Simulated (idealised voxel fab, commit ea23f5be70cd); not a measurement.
Herein follows the process module entitled voxel local oxidation.
185 nm wide, 5 nm square cells: that's cross-section cut.
Cross-section spec: square-cell grid; bands listed top down; each band is one or more rows. Top height, bottom height, nm. Materials left to right, width each, nm. Single material + "full width" = fills band edge to edge. "air" = empty. Below 0: as-received wafer, all one material; heights counted from there. Lowest band: no bottom, goes on down, written "0 -> down". Quick explanation for "30..40": the width changes in equal steps down the rows of cells, from the first number in the band's top row to the second number in its bottom row. No cell of the cross-section changed in a step that is given as "no change occurred". For the entry "Trapped cavities", the listed items are empty spaces with no open way to the top whose size is 8 cells or more; each item follows the pattern width x height at distance, where distance is from the left edge and all three are in nm. The remark found on a step's line after its settings is issued by the simulator itself and pertains to that step. Among the settings permitted on a step's line is "overlay nm"; applied to a step with a mask, it specifies the extent to which the mask lay to the right of its planned position, whereas a negative figure signifies a position to the left.
-- Below is the list of planned process steps
- 1: RECEIVE with material Si
- 2: OXIDIZE with depth nm 5
- 3: CONFORMAL_DEP with material SiN, thk nm 15
- 4: PATTERN with tone cover, mask id ACTIVE, material resist, width nm 105, thk nm 20, overlay nm 0
- 5: DIRECTIONAL_ETCH with etch materials SiN, depth nm 15
- 6: STRIP with etch materials resist
- 7: SELECTIVE_ETCH with etch materials SiO2, depth nm 5
- 8: OXIDIZE with depth nm 10
- 9: STRIP with etch materials SiN
-- This is the cross-section of the wafer as we received it, i.e. after step 1
- 0 -> down = Si full width
- Trapped cavities: none
-- First of two wafers at the end of the module, shown in cross-section; run carried out as planned
- 0 -> -5 = air=45, SiO2=95, air=45
- -5 -> -15 = SiO2=55, Si=75, SiO2=55
- -15 -> down = Si full width
- Trapped cavities: none
-- Second of two wafers, module complete, sectioned: it shares the first wafer's start and plan but was run with one mistake
- 0 -> -5 = air=45, SiO2=95, air=45
- -5 -> -15 = SiO2 full width
- -15 -> down = Si full width
- Trapped cavities: none
The plan and the run diverged here: step 2 was processed under conditions differing from the plan, specifically as OXIDIZE with depth nm 15
Looking at both finished wafers in cells, the second ends up ahead of or behind the first on some materials: -30 Si | +30 SiO2
